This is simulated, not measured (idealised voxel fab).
process module | voxel gate over fins
cross-section cut | 190 nm wide | cells 5 nm
A cross-section is a grid of square cells, given in bands from the top down. A band is one or more rows of cells.
Each band's line starts with the height of the band's top and of its bottom, in nm. Then come its materials from left to right, each with its width in nm. One material with "throughout" fills the band from edge to edge. "air" is empty space.
Height 0 is the level under which the wafer as received is all one material. The lowest band goes on downwards, as in "0 down".
A width such as "30 to 40" changes by the same amount from each row of cells to the next, from the band's top row to its bottom row.
"no change" after a step means that no cell of the cross-section changed.
closed voids: empty space of 8 cells or more with no open way to the top, each as width x height at its distance from the left edge, in nm
after a step's settings: what the simulator itself notes on the step
overlay nm, on a step with a mask: how far to the right of its planned place the mask lay; to the left if negative
plan
1 op RECEIVE | material Si
2 op CONFORMAL_DEP | material SiN | thk nm 5
3 op MASKED_ETCH | tone cover | mask id FINS | width nm 15 | pitch nm 50 | etch materials SiN | depth nm 5 | overlay nm 0
4 op MASKED_ETCH | tone cover | mask id FINS | width nm 15 | pitch nm 50 | etch materials Si | depth nm 30 | overlay nm 0
5 op FILL_DEP | material SiO2 | thk nm 5
6 op CMP | height nm 5
7 op DIRECTIONAL_DEP | material aC | thk nm 15
8 op PATTERN | tone open | mask id RAIL | material resist | width nm 15 | thk nm 30 | overlay nm 0
9 op DIRECTIONAL_ETCH | etch materials aC | depth nm 15
10 op STRIP | etch materials resist
11 op DIRECTIONAL_ETCH | etch materials SiO2 | depth nm 30
12 op STRIP | etch materials aC
13 op CONFORMAL_DEP | material TiN | thk nm 5
14 op FILL_DEP | material W | thk nm 5
15 op CMP | height nm 5
16 op SELECTIVE_ETCH | etch materials W Ru TiN | depth nm 25
17 op FILL_DEP | material SiO2 | thk nm 5
18 op CMP | height nm 5
19 op SELECTIVE_ETCH | etch materials SiO2 | depth nm 15
20 op STRIP | etch materials SiN
21 op CONFORMAL_DEP | material HfO2 | thk nm 5
22 op CONFORMAL_DEP | material TiN | thk nm 5
23 op FILL_DEP | material W | thk nm 15
24 op CMP | height nm 20
25 op CONFORMAL_DEP | material SiCN | thk nm 5
varied across the wafers: thk nm of step 21. The plan shows the first wafer's value. All wafers start alike
first wafer as received, after step 1
  0 down: Si throughout
  closed voids: none
each wafer at the end: cells of each material gained (+) or lost (-) since it was received, then its closed voids
thk nm 5 | +50 HfO2 | -174 Si | +38 SiCN | +113 SiO2 | +53 TiN | +110 W | closed voids: none
thk nm 10 | +100 HfO2 | -174 Si | +38 SiCN | +113 SiO2 | +53 TiN | +60 W | closed voids: none
thk nm 15 | +150 HfO2 | -174 Si | +38 SiCN | +113 SiO2 | +49 TiN | +14 W | closed voids: none
thk nm 20 | +196 HfO2 | -174 Si | +38 SiCN | +113 SiO2 | +12 TiN | +5 W | closed voids: none
